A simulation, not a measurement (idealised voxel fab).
process module | voxel gate over fins
cross-section cut | 250 nm wide | cells 5 nm
A cross-section is a grid of square cells, given in bands from the top down. A band is one or more rows of cells.
Each band's line starts with the height of the band's top and of its bottom, in nm. Then come its materials from left to right, each with its width in nm. One material with "throughout" fills the band from edge to edge. "air" is empty space.
Height 0 is the level under which the wafer as received is all one material. The lowest band goes on downwards, as in "0 down".
A width such as "30 to 40" changes by the same amount from each row of cells to the next, from the band's top row to its bottom row.
"no change" after a step means that no cell of the cross-section changed.
closed voids: empty space of 8 cells or more with no open way to the top, each as width x height at its distance from the left edge, in nm
after a step's settings: what the simulator itself notes on the step
overlay nm, on a step with a mask: how far to the right of its planned place the mask lay; to the left if negative
plan
1 op RECEIVE | material Si
2 op CONFORMAL_DEP | material SiN | thk nm 5
3 op DIRECTIONAL_DEP | material aC | thk nm 15
4 op PATTERN | tone cover | mask id FINS | material resist | width nm 15 | pitch nm 50 | thk nm 30 | overlay nm 0
5 op DIRECTIONAL_ETCH | etch materials aC | depth nm 15
6 op STRIP | etch materials resist
7 op DIRECTIONAL_ETCH | etch materials SiN | depth nm 5
8 op DIRECTIONAL_ETCH | etch materials Si | depth nm 40
9 op STRIP | etch materials aC
10 op FILL_DEP | material SiO2 | thk nm 15
11 op CMP | height nm 5
12 op DIRECTIONAL_DEP | material aC | thk nm 10
13 op PATTERN | tone open | mask id RAIL | material resist | width nm 15 | thk nm 25 | overlay nm 0
14 op DIRECTIONAL_ETCH | etch materials aC | depth nm 10
15 op STRIP | etch materials resist
16 op DIRECTIONAL_ETCH | etch materials SiO2 | depth nm 40
17 op STRIP | etch materials aC
18 op CONFORMAL_DEP | material TiN | thk nm 5
19 op FILL_DEP | material Ru | thk nm 5
20 op CMP | height nm 5
21 op SELECTIVE_ETCH | etch materials W Ru TiN | depth nm 20
22 op FILL_DEP | material SiO2 | thk nm 5
23 op CMP | height nm 5
24 op SELECTIVE_ETCH | etch materials SiO2 | depth nm 15
25 op STRIP | etch materials SiN
26 op CONFORMAL_DEP | material HfO2 | thk nm 5
27 op CONFORMAL_DEP | material TiN | thk nm 5
28 op FILL_DEP | material W | thk nm 15
29 op CMP | height nm 20
30 op CONFORMAL_DEP | material SiN | thk nm 5
first wafer, as planned
as received, after step 1
  0 down: Si throughout
  closed voids: none
after step 2
  5 to 0: SiN throughout
  below 0: unchanged
after step 3
  20 to 5: aC throughout
  below 5: unchanged
after step 4
  50 to 20: air 65 | resist 15 | air 35 | resist 15 | air 35 | resist 15 | air 70
  below 20: unchanged
after step 5
  35 to 20: air 65 | resist 15 | air 35 | resist 15 | air 35 | resist 15 | air 70
  20 to 5: air 65 | aC 15 | air 35 | aC 15 | air 35 | aC 15 | air 70
  below 5: unchanged
after step 6
  20 to 5: air 65 | aC 15 | air 35 | aC 15 | air 35 | aC 15 | air 70
  below 5: unchanged
after step 7
  20 to 5: air 65 | aC 15 | air 35 | aC 15 | air 35 | aC 15 | air 70
  5 to 0: air 65 | SiN 15 | air 35 | SiN 15 | air 35 | SiN 15 | air 70
  below 0: unchanged
after step 8
  20 to 5: air 65 | aC 15 | air 35 | aC 15 | air 35 | aC 15 | air 70
  5 to 0: air 65 | SiN 15 | air 35 | SiN 15 | air 35 | SiN 15 | air 70
  0 to -40: air 65 | Si 15 | air 35 | Si 15 | air 35 | Si 15 | air 70
  below -40: unchanged
after step 9
  5 to 0: air 65 | SiN 15 | air 35 | SiN 15 | air 35 | SiN 15 | air 70
  below 0: unchanged
after step 10
  20 to 5: SiO2 throughout
  5 to 0: SiO2 65 | SiN 15 | SiO2 35 | SiN 15 | SiO2 35 | SiN 15 | SiO2 70
  0 to -40: SiO2 65 | Si 15 | SiO2 35 | Si 15 | SiO2 35 | Si 15 | SiO2 70
  below -40: unchanged
after step 11
  5 to 0: SiO2 65 | SiN 15 | SiO2 35 | SiN 15 | SiO2 35 | SiN 15 | SiO2 70
  below 0: unchanged
after step 12
  15 to 5: aC throughout
  below 5: unchanged
after step 13
  40 to 15: resist 90 | air 15 | resist 145
  below 15: unchanged
after step 14
  30 to 15: resist 90 | air 15 | resist 145
  15 to 5: aC 90 | air 15 | aC 145
  below 5: unchanged
after step 15
  15 to 5: aC 90 | air 15 | aC 145
  below 5: unchanged
after step 16
  15 to 5: aC 90 | air 15 | aC 145
  5 to 0: SiO2 65 | SiN 15 | SiO2 10 | air 15 | SiO2 10 | SiN 15 | SiO2 35 | SiN 15 | SiO2 70
  0 to -35: SiO2 65 | Si 15 | SiO2 10 | air 15 | SiO2 10 | Si 15 | SiO2 35 | Si 15 | SiO2 70
  below -35: unchanged
after step 17
  5 to 0: SiO2 65 | SiN 15 | SiO2 10 | air 15 | SiO2 10 | SiN 15 | SiO2 35 | SiN 15 | SiO2 70
  below 0: unchanged
after step 18
  10 to 5: TiN 95 | air 5 | TiN 150
  5 to 0: SiO2 65 | SiN 15 | SiO2 10 | TiN 5 | air 5 | TiN 5 | SiO2 10 | SiN 15 | SiO2 35 | SiN 15 | SiO2 70
  0 to -30: SiO2 65 | Si 15 | SiO2 10 | TiN 5 | air 5 | TiN 5 | SiO2 10 | Si 15 | SiO2 35 | Si 15 | SiO2 70
  -30 to -35: SiO2 65 | Si 15 | SiO2 10 | TiN 15 | SiO2 10 | Si 15 | SiO2 35 | Si 15 | SiO2 70
  below -35: unchanged
after step 19
  15 to 10: Ru throughout
  10 to 5: TiN 95 | Ru 5 | TiN 150
  5 to 0: SiO2 65 | SiN 15 | SiO2 10 | TiN 5 | Ru 5 | TiN 5 | SiO2 10 | SiN 15 | SiO2 35 | SiN 15 | SiO2 70
  0 to -30: SiO2 65 | Si 15 | SiO2 10 | TiN 5 | Ru 5 | TiN 5 | SiO2 10 | Si 15 | SiO2 35 | Si 15 | SiO2 70
  below -30: unchanged
after step 20
  5 to 0: SiO2 65 | SiN 15 | SiO2 10 | TiN 5 | Ru 5 | TiN 5 | SiO2 10 | SiN 15 | SiO2 35 | SiN 15 | SiO2 70
  below 0: unchanged
after step 21
  5 to 0: SiO2 65 | SiN 15 | SiO2 10 | air 15 | SiO2 10 | SiN 15 | SiO2 35 | SiN 15 | SiO2 70
  0 to -15: SiO2 65 | Si 15 | SiO2 10 | air 15 | SiO2 10 | Si 15 | SiO2 35 | Si 15 | SiO2 70
  below -15: unchanged
after step 22
  10 to 5: SiO2 throughout
  5 to 0: SiO2 65 | SiN 15 | SiO2 35 | SiN 15 | SiO2 35 | SiN 15 | SiO2 70
  0 to -15: SiO2 65 | Si 15 | SiO2 35 | Si 15 | SiO2 35 | Si 15 | SiO2 70
  below -15: unchanged
after step 23
  5 to 0: SiO2 65 | SiN 15 | SiO2 35 | SiN 15 | SiO2 35 | SiN 15 | SiO2 70
  below 0: unchanged
after step 24
  5 to 0: air 65 | SiN 15 | air 35 | SiN 15 | air 35 | SiN 15 | air 70
  0 to -10: air 65 | Si 15 | air 35 | Si 15 | air 35 | Si 15 | air 70
  below -10: unchanged
after step 25
  0 to -10: air 65 | Si 15 | air 35 | Si 15 | air 35 | Si 15 | air 70
  below -10: unchanged
after step 26
  5 to 0: air 60 | HfO2 25 | air 25 | HfO2 25 | air 25 | HfO2 25 | air 65
  0 to -5: air 60 | HfO2 5 | Si 15 | HfO2 5 | air 25 | HfO2 5 | Si 15 | HfO2 5 | air 25 | HfO2 5 | Si 15 | HfO2 5 | air 65
  -5 to -10: HfO2 65 | Si 15 | HfO2 35 | Si 15 | HfO2 35 | Si 15 | HfO2 70
  below -10: unchanged
after step 27
  10 to 5: air 55 | TiN 35 | air 15 | TiN 35 | air 15 | TiN 35 | air 60
  5 to 0: air 55 | TiN 5 | HfO2 25 | TiN 5 | air 15 | TiN 5 | HfO2 25 | TiN 5 | air 15 | TiN 5 | HfO2 25 | TiN 5 | air 60
  0 to -5: TiN 60 | HfO2 5 | Si 15 | HfO2 5 | TiN 25 | HfO2 5 | Si 15 | HfO2 5 | TiN 25 | HfO2 5 | Si 15 | HfO2 5 | TiN 65
  below -5: unchanged
after step 28
  25 to 10: W throughout
  10 to 5: W 55 | TiN 35 | W 15 | TiN 35 | W 15 | TiN 35 | W 60
  5 to 0: W 55 | TiN 5 | HfO2 25 | TiN 5 | W 15 | TiN 5 | HfO2 25 | TiN 5 | W 15 | TiN 5 | HfO2 25 | TiN 5 | W 60
  below 0: unchanged
after step 29
  20 to 10: W throughout
  below 10: unchanged
after step 30
  25 to 20: SiN throughout
  below 20: unchanged
second wafer: like start, like plan, one mistake. Through step 7 it matches the first wafer
when step 8 should have ended
  20 to 5: air 65 | aC 15 | air 35 | aC 15 | air 35 | aC 15 | air 70
  5 to 0: air 65 | SiN 15 | air 35 | SiN 15 | air 35 | SiN 15 | air 70
  0 to -80: air 65 | Si 15 | air 35 | Si 15 | air 35 | Si 15 | air 70
  below -80: unchanged
when step 9 should have ended
  5 to 0: air 65 | SiN 15 | air 35 | SiN 15 | air 35 | SiN 15 | air 70
  below 0: unchanged
when step 10 should have ended
  20 to 5: SiO2 throughout
  5 to 0: SiO2 65 | SiN 15 | SiO2 35 | SiN 15 | SiO2 35 | SiN 15 | SiO2 70
  0 to -80: SiO2 65 | Si 15 | SiO2 35 | Si 15 | SiO2 35 | Si 15 | SiO2 70
  below -80: unchanged
when step 11 should have ended
  5 to 0: SiO2 65 | SiN 15 | SiO2 35 | SiN 15 | SiO2 35 | SiN 15 | SiO2 70
  below 0: unchanged
when step 12 should have ended
  15 to 5: aC throughout
  below 5: unchanged
when step 13 should have ended
  40 to 15: resist 90 | air 15 | resist 145
  below 15: unchanged
when step 14 should have ended
  30 to 15: resist 90 | air 15 | resist 145
  15 to 5: aC 90 | air 15 | aC 145
  below 5: unchanged
when step 15 should have ended
  15 to 5: aC 90 | air 15 | aC 145
  below 5: unchanged
when step 16 should have ended
  15 to 5: aC 90 | air 15 | aC 145
  5 to 0: SiO2 65 | SiN 15 | SiO2 10 | air 15 | SiO2 10 | SiN 15 | SiO2 35 | SiN 15 | SiO2 70
  0 to -35: SiO2 65 | Si 15 | SiO2 10 | air 15 | SiO2 10 | Si 15 | SiO2 35 | Si 15 | SiO2 70
  below -35: unchanged
when step 17 should have ended
  5 to 0: SiO2 65 | SiN 15 | SiO2 10 | air 15 | SiO2 10 | SiN 15 | SiO2 35 | SiN 15 | SiO2 70
  below 0: unchanged
when step 18 should have ended
  10 to 5: TiN 95 | air 5 | TiN 150
  5 to 0: SiO2 65 | SiN 15 | SiO2 10 | TiN 5 | air 5 | TiN 5 | SiO2 10 | SiN 15 | SiO2 35 | SiN 15 | SiO2 70
  0 to -30: SiO2 65 | Si 15 | SiO2 10 | TiN 5 | air 5 | TiN 5 | SiO2 10 | Si 15 | SiO2 35 | Si 15 | SiO2 70
  -30 to -35: SiO2 65 | Si 15 | SiO2 10 | TiN 15 | SiO2 10 | Si 15 | SiO2 35 | Si 15 | SiO2 70
  below -35: unchanged
when step 19 should have ended
  15 to 10: Ru throughout
  10 to 5: TiN 95 | Ru 5 | TiN 150
  5 to 0: SiO2 65 | SiN 15 | SiO2 10 | TiN 5 | Ru 5 | TiN 5 | SiO2 10 | SiN 15 | SiO2 35 | SiN 15 | SiO2 70
  0 to -30: SiO2 65 | Si 15 | SiO2 10 | TiN 5 | Ru 5 | TiN 5 | SiO2 10 | Si 15 | SiO2 35 | Si 15 | SiO2 70
  below -30: unchanged
when step 20 should have ended
  5 to 0: SiO2 65 | SiN 15 | SiO2 10 | TiN 5 | Ru 5 | TiN 5 | SiO2 10 | SiN 15 | SiO2 35 | SiN 15 | SiO2 70
  below 0: unchanged
when step 21 should have ended
  5 to 0: SiO2 65 | SiN 15 | SiO2 10 | air 15 | SiO2 10 | SiN 15 | SiO2 35 | SiN 15 | SiO2 70
  0 to -15: SiO2 65 | Si 15 | SiO2 10 | air 15 | SiO2 10 | Si 15 | SiO2 35 | Si 15 | SiO2 70
  below -15: unchanged
when step 22 should have ended
  10 to 5: SiO2 throughout
  5 to 0: SiO2 65 | SiN 15 | SiO2 35 | SiN 15 | SiO2 35 | SiN 15 | SiO2 70
  0 to -15: SiO2 65 | Si 15 | SiO2 35 | Si 15 | SiO2 35 | Si 15 | SiO2 70
  below -15: unchanged
when step 23 should have ended
  5 to 0: SiO2 65 | SiN 15 | SiO2 35 | SiN 15 | SiO2 35 | SiN 15 | SiO2 70
  below 0: unchanged
when step 24 should have ended
  5 to 0: air 65 | SiN 15 | air 35 | SiN 15 | air 35 | SiN 15 | air 70
  0 to -10: air 65 | Si 15 | air 35 | Si 15 | air 35 | Si 15 | air 70
  below -10: unchanged
when step 25 should have ended
  0 to -10: air 65 | Si 15 | air 35 | Si 15 | air 35 | Si 15 | air 70
  below -10: unchanged
when step 26 should have ended
  5 to 0: air 60 | HfO2 25 | air 25 | HfO2 25 | air 25 | HfO2 25 | air 65
  0 to -5: air 60 | HfO2 5 | Si 15 | HfO2 5 | air 25 | HfO2 5 | Si 15 | HfO2 5 | air 25 | HfO2 5 | Si 15 | HfO2 5 | air 65
  -5 to -10: HfO2 65 | Si 15 | HfO2 35 | Si 15 | HfO2 35 | Si 15 | HfO2 70
  below -10: unchanged
when step 27 should have ended
  10 to 5: air 55 | TiN 35 | air 15 | TiN 35 | air 15 | TiN 35 | air 60
  5 to 0: air 55 | TiN 5 | HfO2 25 | TiN 5 | air 15 | TiN 5 | HfO2 25 | TiN 5 | air 15 | TiN 5 | HfO2 25 | TiN 5 | air 60
  0 to -5: TiN 60 | HfO2 5 | Si 15 | HfO2 5 | TiN 25 | HfO2 5 | Si 15 | HfO2 5 | TiN 25 | HfO2 5 | Si 15 | HfO2 5 | TiN 65
  below -5: unchanged
when step 28 should have ended
  25 to 10: W throughout
  10 to 5: W 55 | TiN 35 | W 15 | TiN 35 | W 15 | TiN 35 | W 60
  5 to 0: W 55 | TiN 5 | HfO2 25 | TiN 5 | W 15 | TiN 5 | HfO2 25 | TiN 5 | W 15 | TiN 5 | HfO2 25 | TiN 5 | W 60
  below 0: unchanged
when step 29 should have ended
  20 to 10: W throughout
  below 10: unchanged
when step 30 should have ended
  25 to 20: SiN throughout
  below 20: unchanged
what went wrong: step 8 was run twice
at the end the second wafer has, in cells: 328 fewer of Si | 328 more of SiO2
